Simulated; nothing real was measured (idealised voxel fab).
process module | voxel self aligned contacts
cross-section cut | 235 nm wide | cells 5 nm
A cross-section is a grid of square cells, given in bands from the top down. A band is one or more rows of cells.
Each band's line starts with the height of the band's top and of its bottom, in nm. Then come its materials from left to right, each with its width in nm. One material with "throughout" fills the band from edge to edge. "air" is empty space.
Height 0 is the level under which the wafer as received is all one material. The lowest band goes on downwards, as in "0 down".
A width such as "30 to 40" changes by the same amount from each row of cells to the next, from the band's top row to its bottom row.
"no change" after a step means that no cell of the cross-section changed.
closed voids: empty space of 8 cells or more with no open way to the top, each as width x height at its distance from the left edge, in nm
after a step's settings: what the simulator itself notes on the step
overlay nm, on a step with a mask: how far to the right of its planned place the mask lay; to the left if negative
plan
1 op RECEIVE | material Si
2 op OXIDIZE | depth nm 5
3 op DIRECTIONAL_DEP | material polySi | thk nm 25
4 op DIRECTIONAL_DEP | material SiN | thk nm 15
5 op PATTERN | tone cover | mask id GATE | material resist | width nm 25 | pitch nm 50 | thk nm 20 | overlay nm 0
6 op DIRECTIONAL_ETCH | etch materials SiN | depth nm 15
7 op DIRECTIONAL_ETCH | etch materials polySi | depth nm 25
8 op STRIP | etch materials resist
9 op CONFORMAL_DEP | material SiN | thk nm 5
10 op DIRECTIONAL_ETCH | etch materials SiN | depth nm 5
11 op FILL_DEP | material SiO2 | thk nm 20
12 op CMP | height nm 50
13 op DIRECTIONAL_DEP | material aC | thk nm 10
14 op PATTERN | tone open | mask id CONTACT | material resist | width nm 35 | pitch nm 50 | thk nm 30 | overlay nm 0
15 op DIRECTIONAL_ETCH | etch materials aC | depth nm 10
16 op STRIP | etch materials resist
17 op DIRECTIONAL_ETCH | etch materials SiO2 | depth nm 55
18 op STRIP | etch materials aC
19 op CONFORMAL_DEP | material TiN | thk nm 5
20 op FILL_DEP | material Ru | thk nm 10
21 op CMP | height nm 50
22 op CONFORMAL_DEP | material SiCN | thk nm 5
as received, after step 1
  0 down: Si throughout
  closed voids: none
a wafer at the end: this start, this plan, one mistake
  55 to 50: SiCN throughout
  50 to 45: SiO2 75 | TiN 5 | Ru 25 | TiN 5 | SiO2 15 | TiN 5 | Ru 25 | TiN 5 | SiO2 75
  45 to 40: SiO2 75 | TiN 35 | SiO2 15 | TiN 35 | SiO2 75
  40 to 25: SiN 60 | SiO2 15 | SiN 35 | SiO2 15 | SiN 35 | SiO2 15 | SiN 60
  25 to 0: polySi 55 | SiN 5 | SiO2 15 | SiN 5 | polySi 25 | SiN 5 | SiO2 15 | SiN 5 | polySi 25 | SiN 5 | SiO2 15 | SiN 5 | polySi 55
  0 to -5: SiO2 throughout
  -5 down: Si throughout
  closed voids: none
what went wrong: step 5 ran as: op PATTERN | tone open | mask id GATE | material resist | width nm 25 | pitch nm 50 | thk nm 20 | overlay nm 0
